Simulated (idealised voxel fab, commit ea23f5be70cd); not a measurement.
Herein follows the process module entitled voxel double patterning.
Section cut is 225 nm wide and gridded with 5 nm square cells.
Just so we're on the same page, the cross-sections are grids of square cells, and they're listed out in bands top to bottom, each band one or more rows deep. The band entry comprises the height of the band's top followed by the height of its bottom, expressed in nm, and subsequently the band's materials from left to right, each stated together with its width in nm. Where a single material is marked with the word "throughout", that material fills the band from edge to edge. The word "air" represents empty space. Heads up on the height convention: 0 is the point under which the incoming wafer is all one material, and the lowest band has no bottom, it just keeps going down, like "0 and below". You'd read "30 to 40" like this: the band's top row of cells is as wide as the first number, its bottom row is as wide as the second, and going down, every row changes width by the same amount as the row before did. "no change occurred" -> step changed no cross-section cell. Basically, "Closed void listing" tells you about the enclosed voids: empty spaces with no open way to the top, 8 cells or bigger, each written width x height at distance, where distance is from the left edge, all in nm. Note: text after step settings on the step line = simulator remark on that step. A step's line can hold "overlay nm"; with a mask on that step, the setting says how far right of the planned place the mask lay, while a negative setting says it lay to the left.

Intended process steps:
1. RECEIVE [material Si]
2. CONFORMAL_DEP [material SiN] [thk nm 5]
3. DIRECTIONAL_DEP [material SiO2] [thk nm 15]
4. DIRECTIONAL_DEP [material SiCN] [thk nm 10]
5. PATTERN [tone open] [mask id FIRST] [material resist] [width nm 15] [pitch nm 50] [thk nm 15] [overlay nm -15]
6. DIRECTIONAL_ETCH [etch materials SiCN] [depth nm 10]
7. STRIP [etch materials resist]
8. MASKED_ETCH [tone open] [mask id SECOND] [width nm 15] [pitch nm 50] [etch materials SiCN] [depth nm 10] [overlay nm 0]
9. DIRECTIONAL_ETCH [etch materials SiO2] [depth nm 15]
10. STRIP [etch materials SiCN]
The wafers in this document start out alike and differ in the overlay nm applied at step 5; the plan shows the value used for the first wafer.

Here's the first of the wafers in cross-section, just as we got it, i.e. after step 1:
0 and below = Si throughout
Closed void listing: none

The cross-section of the first of several wafers is given below for the end of the module, after its final step, step 10:
20 down to 5 = SiO2 40 nm | air 15 nm | SiO2 25 nm | air 25 nm | SiO2 25 nm | air 25 nm | SiO2 70 nm
5 down to 0 = SiN throughout
0 and below = Si throughout
Closed void listing: none

The final wafer, sectioned at module end:
20 down to 5 = SiO2 70 nm | air 25 nm | SiO2 25 nm | air 25 nm | SiO2 25 nm | air 15 nm | SiO2 40 nm
5 down to 0 = SiN throughout
0 and below = Si throughout
Closed void listing: none

The rows of the table below are wafers. Looking at the end of the module, a row counts, for every material, the cells the wafer has gained, shown as (+), or lost, shown as (-), since it was received; its closed voids come next:
overlay nm -15, +45 SiN, +96 SiO2, Closed void listing: none
overlay nm -10, +45 SiN, +90 SiO2, Closed void listing: none
overlay nm -5, +45 SiN, +90 SiO2, Closed void listing: none
overlay nm 0, +45 SiN, +90 SiO2, Closed void listing: none
overlay nm 5, +45 SiN, +90 SiO2, Closed void listing: none
overlay nm 10, +45 SiN, +90 SiO2, Closed void listing: none
overlay nm 15, +45 SiN, +96 SiO2, Closed void listing: none
